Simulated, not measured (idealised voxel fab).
The name of this process module is voxel gate over fins.
Xsec cut, 285 nm wide, square cell size 5 nm.
Throughout this document, each cross-section is represented as a grid of square cells and is presented as a sequence of bands enumerated from the top downward, where a band comprises one or more rows of cells. Top height, bottom height, nm. Materials left to right, width each, nm. Single material + "full width" = fills band edge to edge. "blank" = empty. Beneath 0, the wafer as received is one material, and that level is where height counting begins. The lowest band goes on downward without a bottom; it is written like "0 and below". Width "30->40": first value at the band's top row of cells, second value at its bottom row, equal change from row to row. Any step labelled "nothing changed" changed none of the cells in the cross-section. Reported under the label "Closed void inventory" are the empty spaces having no open way to the top and comprising 8 cells or more; the notation for each is width x height at distance, in which the distance is measured from the left edge and all three values are in nm. The remark found on a step's line after its settings is issued by the simulator itself and pertains to that step. "overlay nm", when on a step's line for a step with a mask, measures how far to the right of its planned place the mask lay; a negative measure means to the left.
THE PROCESS STEPS THAT WERE PLANNED ARE LISTED BELOW
step 1: RECEIVE,material Si
step 2: CONFORMAL_DEP,material SiN,thk nm 10
step 3: MASKED_ETCH,tone cover,mask id FINS,width nm 15,pitch nm 60,etch materials SiN,depth nm 10,overlay nm 0
step 4: MASKED_ETCH,tone cover,mask id FINS,width nm 15,pitch nm 60,etch materials Si,depth nm 35,overlay nm 0
step 5: OXIDIZE,depth nm 5
step 6: FILL_DEP,material SiO2,thk nm 10
step 7: CMP,height nm 10
step 8: PATTERN,tone open,mask id RAIL,material resist,width nm 15,thk nm 20,overlay nm 0
step 9: DIRECTIONAL_ETCH,etch materials SiO2,depth nm 40
step 10: STRIP,etch materials resist
step 11: CONFORMAL_DEP,material TiN,thk nm 5
step 12: FILL_DEP,material W,thk nm 10
step 13: CMP,height nm 10
step 14: SELECTIVE_ETCH,etch materials W Ru TiN,depth nm 35
step 15: FILL_DEP,material SiO2,thk nm 5
step 16: CMP,height nm 10
step 17: SELECTIVE_ETCH,etch materials SiO2,depth nm 25
step 18: STRIP,etch materials SiN
step 19: CONFORMAL_DEP,material HfO2,thk nm 5
step 20: CONFORMAL_DEP,material TiN,thk nm 5
step 21: CONFORMAL_DEP,material TiAl,thk nm 5
step 22: CONFORMAL_DEP,material TiN,thk nm 5
step 23: FILL_DEP,material W,thk nm 10
step 24: CMP,height nm 25
step 25: CONFORMAL_DEP,material SiCN,thk nm 10
CROSS-SECTION OF THE WAFER AT RECEIPT, WHICH IS THE CONDITION AFTER STEP 1
* 0 and below  Si full width
* Closed void inventory: none
THE FIRST OF THE TWO WAFERS AS SEEN IN CROSS-SECTION ONCE THE MODULE WAS FINISHED; PROCESSING FOLLOWED THE PLAN
* 35 down to 25  SiCN full width
* 25 down to 20  W full width
* 20 down to 15  W (90), then TiN (45), then W (15), then TiN (45), then W (90)
* 15 down to 10  W (90), then TiN (5), then TiAl (35), then TiN (5), then W (15), then TiN (5), then TiAl (35), then TiN (5), then W (90)
* 10 down to 5  W (90), then TiN (5), then TiAl (5), then TiN (25), then TiAl (5), then TiN (5), then W (15), then TiN (5), then TiAl (5), then TiN (25), then TiAl (5), then TiN (5), then W (90)
* 5 down to 0  TiN (95), then TiAl (5), then TiN (5), then HfO2 (15), then TiN (5), then TiAl (5), then TiN (25), then TiAl (5), then TiN (5), then HfO2 (15), then TiN (5), then TiAl (5), then TiN (95)
* 0 down to -5  TiAl (100), then TiN (5), then HfO2 (5), then Si (5), then HfO2 (5), then TiN (5), then TiAl (35), then TiN (5), then HfO2 (5), then Si (5), then HfO2 (5), then TiN (5), then TiAl (100)
* -5 down to -10  TiN (105), then HfO2 (5), then Si (5), then HfO2 (5), then TiN (45), then HfO2 (5), then Si (5), then HfO2 (5), then TiN (105)
* -10 down to -15  HfO2 (110), then Si (5), then HfO2 (55), then Si (5), then HfO2 (110)
* -15 down to -25  SiO2 (110), then Si (5), then SiO2 (55), then Si (5), then SiO2 (110)
* -25 down to -30  SiO2 (110), then Si (5), then SiO2 (20), then TiN (15), then SiO2 (20), then Si (5), then SiO2 (110)
* -30 down to -40  SiO2 (110), then Si (5), then SiO2 (55), then Si (5), then SiO2 (110)
* -40 and below  Si full width
* Closed void inventory: none
SECOND OF TWO WAFERS, MODULE COMPLETE, SECTIONED: IT SHARES THE FIRST WAFER'S START AND PLAN BUT WAS RUN WITH ONE MISTAKE
* 35 down to 25  SiCN full width
* 25 down to 20  W full width
* 20 down to 15  W (90), then TiN (45), then W (15), then TiN (45), then W (90)
* 15 down to 10  W (90), then TiN (5), then TiAl (35), then TiN (5), then W (15), then TiN (5), then TiAl (35), then TiN (5), then W (90)
* 10 down to 5  W (90), then TiN (5), then TiAl (5), then TiN (25), then TiAl (5), then TiN (5), then W (15), then TiN (5), then TiAl (5), then TiN (25), then TiAl (5), then TiN (5), then W (90)
* 5 down to 0  TiN (95), then TiAl (5), then TiN (5), then HfO2 (15), then TiN (5), then TiAl (5), then TiN (25), then TiAl (5), then TiN (5), then HfO2 (15), then TiN (5), then TiAl (5), then TiN (95)
* 0 down to -5  TiAl (100), then TiN (5), then HfO2 (5), then Si (5), then HfO2 (5), then TiN (5), then TiAl (35), then TiN (5), then HfO2 (5), then Si (5), then HfO2 (5), then TiN (5), then TiAl (100)
* -5 down to -10  TiN (105), then HfO2 (5), then Si (5), then HfO2 (5), then TiN (45), then HfO2 (5), then Si (5), then HfO2 (5), then TiN (105)
* -10 down to -15  HfO2 (110), then Si (5), then HfO2 (55), then Si (5), then HfO2 (110)
* -15 down to -25  SiO2 (110), then Si (5), then SiO2 (55), then Si (5), then SiO2 (110)
* -25 down to -30  SiO2 (110), then Si (5), then SiO2 (15), then TiN (15), then SiO2 (25), then Si (5), then SiO2 (110)
* -30 down to -40  SiO2 (110), then Si (5), then SiO2 (55), then Si (5), then SiO2 (110)
* -40 and below  Si full width
* Closed void inventory: none
It is concluded that the wafer was processed incorrectly with respect to the plan, in that note that step 8 departed from the planned setting and was carried out as PATTERN,tone open,mask id RAIL,material resist,width nm 15,thk nm 20,overlay nm -5
Both wafers, final: cells per material equal; arrangement not.
